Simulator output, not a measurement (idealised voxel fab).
This is a process module. Its name is voxel double patterning.
Pictured: cross-section cut, 300 nm wide, on a grid of 5 nm square cells.
Cross-section, as written here: a square-cell grid given band by band from the top down, where a band holds one or more rows of cells. For a band, the entry starts with two heights in nm, that of the top and then that of the bottom, and carries on with the band's materials in order from left to right, each alongside its width in nm; the word "everywhere" beside a single material means it fills the band edge to edge, and "air" means empty space. A quick word on heights: they are counted from 0, and under that level the wafer as it came to us is one material throughout. The lowest band is different from the rest in having no bottom; it simply continues downward, written as in "0 nm and below". A width given as "30->40" starts at the first number in the band's top row and ends at the second number in its bottom row, shifting by an equal amount at every step from row to row. No cell of the cross-section changed in a step that is given as "no modification". If an empty space has no open way to the top and is at least 8 cells in size, "Closed internal voids" lists it, written width x height at distance, where distance is measured from the left edge and every value is in nm. Past the settings on a step's line: simulator remark, on that step. The setting "overlay nm" may be written on the line of a step. When the step uses a mask, the value reports how far to the right of the planned place the mask lay, and a negative value reports that it lay to the left.
### Set out below are the planned steps of the process
1. RECEIVE: material Si
2. CONFORMAL_DEP: material SiN, thk nm 5
3. DIRECTIONAL_DEP: material SiO2, thk nm 20
4. DIRECTIONAL_DEP: material SiCN, thk nm 10
5. DIRECTIONAL_DEP: material aC, thk nm 10
6. PATTERN: tone open, mask id FIRST, material resist, width nm 15, pitch nm 50, thk nm 25, overlay nm 0
7. DIRECTIONAL_ETCH: etch materials aC, depth nm 10
8. STRIP: etch materials resist
9. DIRECTIONAL_ETCH: etch materials SiCN, depth nm 10
10. STRIP: etch materials aC
11. DIRECTIONAL_DEP: material aC, thk nm 10
12. PATTERN: tone open, mask id SECOND, material resist, width nm 15, pitch nm 50, thk nm 30, overlay nm 0
13. DIRECTIONAL_ETCH: etch materials aC, depth nm 10
14. STRIP: etch materials resist
15. DIRECTIONAL_ETCH: etch materials SiCN, depth nm 10
16. STRIP: etch materials aC
17. DIRECTIONAL_ETCH: etch materials SiO2, depth nm 20
18. STRIP: etch materials SiCN
### Cross-section, incoming material, after step 1
    0 nm and below = Si everywhere
    Closed internal voids: none
### Here's the cross-section of the first of our two wafers at the end of the module - it ran as planned
    25 nm to 5 nm = SiO2 90  air 15  SiO2 10  air 15  SiO2 10  air 15  SiO2 10  air 15  SiO2 10  air 15  SiO2 95
    5 nm to 0 nm = SiN everywhere
    0 nm and below = Si everywhere
    Closed internal voids: none
### The second wafer, shown in cross-section after the module: started the same way as the first and given the same plan, yet one mistake crept into how it was run
    25 nm to 5 nm = air 90  SiO2 15  air 35  SiO2 15  air 35  SiO2 15  air 95
    5 nm to 0 nm = SiN everywhere
    0 nm and below = Si everywhere
    Closed internal voids: none
It is concluded that the wafer was processed incorrectly with respect to the plan, in that step 6 ran differently from the plan; actual operation with settings: PATTERN: tone cover, mask id FIRST, material resist, width nm 15, pitch nm 50, thk nm 25, overlay nm 0
Upon completion, the second wafer contains, in terms of cells, a greater or smaller amount of certain materials than the first wafer: SiO2 -144
